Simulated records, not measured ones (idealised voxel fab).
The document below concerns the process module designated voxel trench capacitor.
Cross-sectional view cut (width: 225 nm; square cell size: 5 nm).
Cross-section = grid of square cells, listed top down in bands; band = one or more rows. It is stipulated that each band's entry specify, in nanometres, the height of the top of the band and then that of its bottom, followed by the materials of the band in left-to-right sequence, each together with its width in nanometres. A single material marked by the word "throughout" is understood to fill the band from edge to edge; the word "blank" is understood to denote empty space. We count height from 0. Below that, the starting wafer is all one material. The lowest band never ends at the bottom but goes on down; see "0 -> down" for how that is written. Quick explanation for "30..40": the width changes in equal steps down the rows of cells, from the first number in the band's top row to the second number in its bottom row. What does "no change" mean for a step? It means no cell of the cross-section changed in that step. In the "Voids, enclosed" entry, you get each enclosed empty space of 8 cells or more, one with no open way to the top, written width x height at distance, distance from the left edge, in nm. On a step's line, text after the settings is the simulator commenting on that step. overlay nm: for a step with a mask, the amount by which the mask lay right of where it was planned; a negative amount means left of it.
These are the steps we planned for the process:
1,RECEIVE (material Si)
2,CONFORMAL_DEP (material SiN; thk nm 5)
3,DIRECTIONAL_DEP (material aC; thk nm 10)
4,PATTERN (tone open; mask id TRENCH; material resist; width nm 15; pitch nm 45; thk nm 25; overlay nm 0)
5,DIRECTIONAL_ETCH (etch materials aC; depth nm 10)
6,STRIP (etch materials resist)
7,DIRECTIONAL_ETCH (etch materials SiN; depth nm 5)
8,DIRECTIONAL_ETCH (etch materials Si; depth nm 30)
9,STRIP (etch materials aC)
10,CONFORMAL_DEP (material Al2O3; thk nm 5)
11,FILL_DEP (material polySi; thk nm 10)
12,CMP (height nm 5)
The cross-section here shows the wafer as received, i.e. in its state after step 1:
0 -> down = Si throughout
Voids, enclosed: none
Cross-sectional result after module completion. Note: starting condition and plan are unchanged from above; one processing mistake was made:
5 -> 0 = SiN=80 | Al2O3=5 | polySi=5 | Al2O3=5 | SiN=30 | Al2O3=5 | polySi=5 | Al2O3=5 | SiN=85
0 -> -55 = Si=80 | Al2O3=5 | polySi=5 | Al2O3=5 | Si=30 | Al2O3=5 | polySi=5 | Al2O3=5 | Si=85
-55 -> -60 = Si=80 | Al2O3=15 | Si=30 | Al2O3=15 | Si=85
-60 -> down = Si throughout
Voids, enclosed: none
Deviation noted in wafer processing: step 8 in the plan was executed twice
